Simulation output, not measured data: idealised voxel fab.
Process module heading - voxel released beams
The width of the displayed cross-section, cut, is 140 nm; its cells are square, with a size of 5 nm.
A cross-section in this document is a grid of square cells, and it is written down as bands, the top band listed before the ones below it; a band is made up of one or more rows of cells.
The band entry comprises the height of the band's top followed by the height of its bottom, expressed in nm, and subsequently the band's materials from left to right, each stated together with its width in nm. Where a single material is marked with the word "full width", that material fills the band from edge to edge. The word "empty" represents empty space.
Height datum 0, below which the as-received substrate wafer is one material. Lowest band open at the bottom, running downward: "top 0, no bottom".
A width such as "30->40" changes by the same amount from each row of cells to the next, from the band's top row to its bottom row.
You'll sometimes find "nothing altered" written for a step, and that's the way of saying that nowhere in the cross-section did a cell change during that step.
In "Closed void inventory" the enclosed voids are listed, meaning empty spaces of 8 cells or larger without any opening to the top. The form is width x height at distance, distance from the left edge, units nm.
after a step's settings: what the simulator itself notes on the step
"overlay nm" on a masked step: distance the mask lay right of its planned place, negative for left.
**Steps in the process plan**
1 RECEIVE | material Si
2 CONFORMAL_DEP | material Al2O3 | thk nm 10
3 DIRECTIONAL_DEP | material SiO2 | thk nm 15
4 MASKED_ETCH | tone open | mask id ANCHOR | width nm 25 | etch materials SiO2 | depth nm 15 | overlay nm 0
5 CONFORMAL_DEP | material W | thk nm 10
6 MASKED_ETCH | tone cover | mask id BEAM | width nm 70 | etch materials W | depth nm 10 | overlay nm 0
7 STRIP | etch materials SiO2
**First out of two wafers; run went to plan**
**The cross-section here shows the wafer as received, i.e. in its state after step 1**
	top 0, no bottom: Si full width
	Closed void inventory: none
**The wafer in cross-section once step 2 is complete**
	top 10, bottom 0: Al2O3 full width
	For the remainder of the cross-section, below 0, there is no change.
**The wafer in cross-section once step 3 is complete**
	top 25, bottom 10: SiO2 full width
	For the remainder of the cross-section, below 10, there is no change.
**The wafer in cross-section once step 4 is complete**
	top 25, bottom 10: SiO2 35 nm, empty 25 nm, SiO2 80 nm
	For the remainder of the cross-section, below 10, there is no change.
**The wafer in cross-section once step 5 is complete**
	top 35, bottom 25: W 45 nm, empty 5 nm, W 90 nm
	top 25, bottom 20: SiO2 35 nm, W 10 nm, empty 5 nm, W 10 nm, SiO2 80 nm
	top 20, bottom 10: SiO2 35 nm, W 25 nm, SiO2 80 nm
	For the remainder of the cross-section, below 10, there is no change.
**The wafer in cross-section once step 6 is complete**
	top 35, bottom 25: empty 30 nm, W 15 nm, empty 5 nm, W 50 nm, empty 40 nm
	For the remainder of the cross-section, below 25, there is no change.
**The wafer in cross-section once step 7 is complete**
	top 35, bottom 25: empty 30 nm, W 15 nm, empty 5 nm, W 50 nm, empty 40 nm
	top 25, bottom 20: empty 35 nm, W 10 nm, empty 5 nm, W 10 nm, empty 80 nm
	top 20, bottom 10: empty 35 nm, W 25 nm, empty 80 nm
	For the remainder of the cross-section, below 10, there is no change.
**Here the second wafer is described. Its start and its plan were those of the first wafer. Its run contained one mistake. Up to and including step 6, it did exactly what the first wafer did**
**Second wafer at the planned finish of step 7, seen in cross-section**
	top 25, bottom 10: SiO2 35 nm, empty 25 nm, SiO2 80 nm
	For the remainder of the cross-section, below 10, there is no change.
what went wrong: step 7 was not run as planned; what actually ran was STRIP | etch materials W
Cell-count delta at end, second wafer over first, by material: SiO2: 69 more | W: 40 fewer
